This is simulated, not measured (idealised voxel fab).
Documented hereafter: the process module known as voxel capacitor over wiring.
Xsec cut, 155 nm wide, square cell size 5 nm.
Heads up, the way a cross-section reads in here is a grid of square cells, handed over as bands from the top down, with every band being one or more rows of cells. Heads up on the band format: heights come first, top then bottom, in nm. After that it's the materials left to right, each with its width in nm. A single material flagged "full width" fills the whole band edge to edge, and "air" means there's empty space there. Height 0 is the level under which the wafer as received is all one material. The lowest band goes on downwards, as in "from 0 down". Width "30 to 40": first value at the band's top row of cells, second value at its bottom row, equal change from row to row. It should be understood that the words "identical to before", when stated for a given step, signify that the cross-section underwent no change in any of its cells during that step. Reported under the label "Enclosed cavities" are the empty spaces having no open way to the top and comprising 8 cells or more; the notation for each is width x height at distance, in which the distance is measured from the left edge and all three values are in nm. Heads up: the bit after the settings on a step's line is the simulator's remark on that step. What "overlay nm" on a step's line means: if the step has a mask, that mask lay this far to the right of its planned place, or, when the value is negative, to the left.

**The steps planned for the process are as follows**
1) RECEIVE with material Si
2) CONFORMAL_DEP with material SiO2, thk nm 15
3) CONFORMAL_DEP with material SiN, thk nm 5
4) DIRECTIONAL_DEP with material SiO2, thk nm 15
5) PATTERN with tone open, mask id METAL_1, material resist, width nm 30, pitch nm 85, thk nm 20, overlay nm 0
6) DIRECTIONAL_ETCH with etch materials SiO2, depth nm 15
7) DIRECTIONAL_ETCH with etch materials SiN, depth nm 5
8) STRIP with etch materials resist
9) CONFORMAL_DEP with material TiN, thk nm 5
10) FILL_DEP with material W, thk nm 10
11) CMP with height nm 35
12) CONFORMAL_DEP with material SiCN, thk nm 5
13) DIRECTIONAL_DEP with material SiO2, thk nm 10
14) DIRECTIONAL_DEP with material aC, thk nm 15
15) PATTERN with tone open, mask id PLUG_1, material resist, width nm 15, thk nm 30, overlay nm 0
16) DIRECTIONAL_ETCH with etch materials aC, depth nm 15
17) STRIP with etch materials resist
18) DIRECTIONAL_ETCH with etch materials SiO2, depth nm 10
19) DIRECTIONAL_ETCH with etch materials SiCN, depth nm 5
20) STRIP with etch materials aC
21) EPI with material Ru, thk nm 10
22) EPI with material Ru, thk nm 5
23) DIRECTIONAL_DEP with material TiN, thk nm 10
24) DIRECTIONAL_DEP with material Al2O3, thk nm 5
25) DIRECTIONAL_DEP with material TiN, thk nm 5
26) MASKED_ETCH with tone cover, mask id UPPER_PLATE, width nm 60, etch materials TiN, depth nm 5, overlay nm 0
27) MASKED_ETCH with tone cover, mask id UPPER_PLATE, width nm 60, etch materials Al2O3, depth nm 5, overlay nm 0
28) PATTERN with tone cover, mask id LOWER_PLATE, material resist, width nm 70, thk nm 20, overlay nm 0
29) DIRECTIONAL_ETCH with etch materials TiN, depth nm 10
30) STRIP with etch materials resist
31) FILL_DEP with material SiO2, thk nm 20
32) CMP with height nm 85
33) PATTERN with tone open, mask id PLUG_2, material resist, width nm 15, thk nm 15, overlay nm 0
34) DIRECTIONAL_ETCH with etch materials SiO2, depth nm 15
35) STRIP with etch materials resist
36) CONFORMAL_DEP with material TiN, thk nm 5
37) FILL_DEP with material Ru, thk nm 5
38) CMP with height nm 85
39) CONFORMAL_DEP with material SiCN, thk nm 5

**Cross-section of the incoming wafer, state after step 1**
  from 0 down  Si full width
  Enclosed cavities: none

**Looking at the first of two wafers in cross-section at end of module - ran to plan**
  from 90 to 85  SiCN full width
  from 85 to 75  SiO2: 45, then TiN: 5, then Ru: 5, then TiN: 5, then SiO2: 95
  from 75 to 65  SiO2: 45 to 35, then TiN: 15 to 60, then SiO2: 95 to 60
  from 65 to 60  SiO2: 35, then Al2O3: 60, then SiO2: 60
  from 60 to 50  SiO2: 30, then TiN: 70, then SiO2: 55
  from 50 to 40  SiO2: 35, then Ru: 15, then SiO2: 105
  from 40 to 35  SiCN: 35, then Ru: 15, then SiCN: 105
  from 35 to 20  SiO2: 20, then TiN: 5, then W: 20, then TiN: 5, then SiO2: 55, then TiN: 5, then W: 20, then TiN: 5, then SiO2: 20
  from 20 to 15  SiN: 20, then TiN: 30, then SiN: 55, then TiN: 30, then SiN: 20
  from 15 to 0  SiO2 full width
  from 0 down  Si full width
  Enclosed cavities: none

**Wafer two, sectioned after the module: the first wafer's start, the first wafer's plan, and one mistake in how it was run**
  from 90 to 85  SiCN full width
  from 85 to 75  SiO2: 45, then TiN: 5, then Ru: 5, then TiN: 5, then SiO2: 95
  from 75 to 70  SiO2: 45, then TiN: 15, then SiO2: 95
  from 70 to 65  SiO2: 35, then TiN: 15, then SiO2: 40, then TiN: 5, then SiO2: 60
  from 65 to 60  SiO2: 35, then Al2O3: 15, then SiO2: 40, then Al2O3: 5, then SiO2: 60
  from 60 to 55  SiO2: 30, then TiN: 20, then SiO2: 40, then TiN: 10, then SiO2: 55
  from 55 to 50  SiO2: 30, then TiN: 70, then SiO2: 55
  from 50 to 45  SiO2: 5, then Ru: 30, then SiO2: 15, then Al2O3: 40, then Ru: 60, then SiO2: 5
  from 45 to 40  SiO2: 5, then Ru: 30, then SiO2: 15, then TiN: 40, then Ru: 60, then SiO2: 5
  from 40 to 35  SiO2: 5, then Ru: 30, then SiCN: 15, then TiN: 40, then Ru: 60, then SiO2: 5
  from 35 to 20  SiO2: 20, then TiN: 5, then W: 20, then TiN: 5, then SiO2: 55, then TiN: 5, then W: 20, then TiN: 5, then SiO2: 20
  from 20 to 15  SiN: 20, then TiN: 30, then SiN: 55, then TiN: 30, then SiN: 20
  from 15 to 0  SiO2 full width
  from 0 down  Si full width
  Enclosed cavities: none
So what did we get wrong on this run? note that step 15 departed from the planned setting and was carried out as PATTERN with tone cover, mask id PLUG_1, material resist, width nm 15, thk nm 30, overlay nm 0
Final difference in cells, second wafer against first, listed per material as more or fewer: +45 Ru | -25 SiCN | -20 SiO2
